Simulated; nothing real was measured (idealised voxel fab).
Process module, titled voxel self aligned vias
It is cross-section cut that appears here, measuring 295 nm in width, its square cells being 5 nm in size.
A cross-section is a grid of square cells, given in bands from the top down. A band is one or more rows of cells.
For a band, the entry starts with two heights in nm, that of the top and then that of the bottom, and carries on with the band's materials in order from left to right, each alongside its width in nm; the word "all across" beside a single material means it fills the band edge to edge, and "air" means empty space.
Below 0: as-received wafer, all one material; heights counted from there. Lowest band: no bottom, goes on down, written "z 0 and below".
Think of "30->40" as a width that walks from the first number to the second as you go down the band, top row to bottom row, taking equal-sized steps from row to row.
When a step is marked "nothing changed", none of the cells in the cross-section changed during that step.
Look at "Internal closed voids" for the closed voids: empty spaces with no open path to the top, sized 8 cells or up. Each is width x height at distance, distance from the left edge, all nm.
Anything after a step's settings on that line? It's the simulator's own note about the step.
What "overlay nm" on a step's line means: if the step has a mask, that mask lay this far to the right of its planned place, or, when the value is negative, to the left.

[Intended process steps]
1. op RECEIVE | material Si
2. op CONFORMAL_DEP | material SiO2 | thk nm 15
3. op CONFORMAL_DEP | material SiCN | thk nm 5
4. op DIRECTIONAL_DEP | material lowk | thk nm 25
5. op MASKED_ETCH | tone open | mask id LINES | width nm 20 | pitch nm 70 | etch materials lowk | depth nm 25 | overlay nm 0
6. op CONFORMAL_DEP | material TiN | thk nm 5
7. op FILL_DEP | material W | thk nm 10
8. op CMP | height nm 45
9. op SELECTIVE_ETCH | etch materials W Ru TiN | depth nm 10
10. op FILL_DEP | material SiN | thk nm 5
11. op CMP | height nm 45
12. op DIRECTIONAL_DEP | material lowk | thk nm 20
13. op DIRECTIONAL_DEP | material aC | thk nm 15
14. op PATTERN | tone open | mask id VIAS | material resist | width nm 40 | pitch nm 70 | thk nm 35 | overlay nm 0
15. op DIRECTIONAL_ETCH | etch materials aC | depth nm 15
16. op STRIP | etch materials resist
17. op DIRECTIONAL_ETCH | etch materials lowk | depth nm 20
18. op DIRECTIONAL_ETCH | etch materials SiN | depth nm 10
19. op STRIP | etch materials aC
20. op CONFORMAL_DEP | material TiN | thk nm 5
21. op FILL_DEP | material Cu | thk nm 10
22. op CMP | height nm 65
23. op CONFORMAL_DEP | material SiCN | thk nm 5

[This is the cross-section of the wafer as we received it, i.e. after step 1]
* z 0 and below: Si all across
* Internal closed voids: none

[As-planned run: cross-section of the first of two wafers at end of module]
* z 70 to 65: SiCN all across
* z 65 to 50: lowk: 55; TiN: 5; Cu: 30; TiN: 5; lowk: 30; TiN: 5; Cu: 30; TiN: 5; lowk: 30; TiN: 5; Cu: 30; TiN: 5; lowk: 60
* z 50 to 40: lowk: 55->65; TiN: 15->5; Cu: 10; TiN: 15->5; lowk: 30->50; TiN: 15->5; Cu: 10; TiN: 15->5; lowk: 30->50; TiN: 15->5; Cu: 10; TiN: 15->5; lowk: 60->70
* z 40 to 35: lowk: 65; TiN: 20; lowk: 50; TiN: 20; lowk: 50; TiN: 20; lowk: 70
* z 35 to 25: lowk: 65; TiN: 5; W: 10; TiN: 5; lowk: 50; TiN: 5; W: 10; TiN: 5; lowk: 50; TiN: 5; W: 10; TiN: 5; lowk: 70
* z 25 to 20: lowk: 65; TiN: 20; lowk: 50; TiN: 20; lowk: 50; TiN: 20; lowk: 70
* z 20 to 15: SiCN all across
* z 15 to 0: SiO2 all across
* z 0 and below: Si all across
* Internal closed voids: none

[Here's the second of our two wafers sectioned at module end. Same start as the first, same plan, but one mistake got made running it]
* z 70 to 65: SiCN all across
* z 65 to 40: lowk: 55; TiN: 5; Cu: 30; TiN: 5; lowk: 30; TiN: 5; Cu: 30; TiN: 5; lowk: 30; TiN: 5; Cu: 30; TiN: 5; lowk: 60
* z 40 to 35: lowk: 55; TiN: 40; lowk: 30; TiN: 40; lowk: 30; TiN: 40; lowk: 60
* z 35 to 25: lowk: 55; TiN: 15; W: 10; TiN: 15; lowk: 30; TiN: 15; W: 10; TiN: 15; lowk: 30; TiN: 15; W: 10; TiN: 15; lowk: 60
* z 25 to 20: lowk: 65; TiN: 20; lowk: 50; TiN: 20; lowk: 50; TiN: 20; lowk: 70
* z 20 to 15: SiCN all across
* z 15 to 0: SiO2 all across
* z 0 and below: Si all across
* Internal closed voids: none
Misprocessing identified: step 17 in the plan was executed twice
Count the cells at the end and the second wafer has more or fewer of some materials than the first: +24 Cu | +24 TiN | -48 lowk
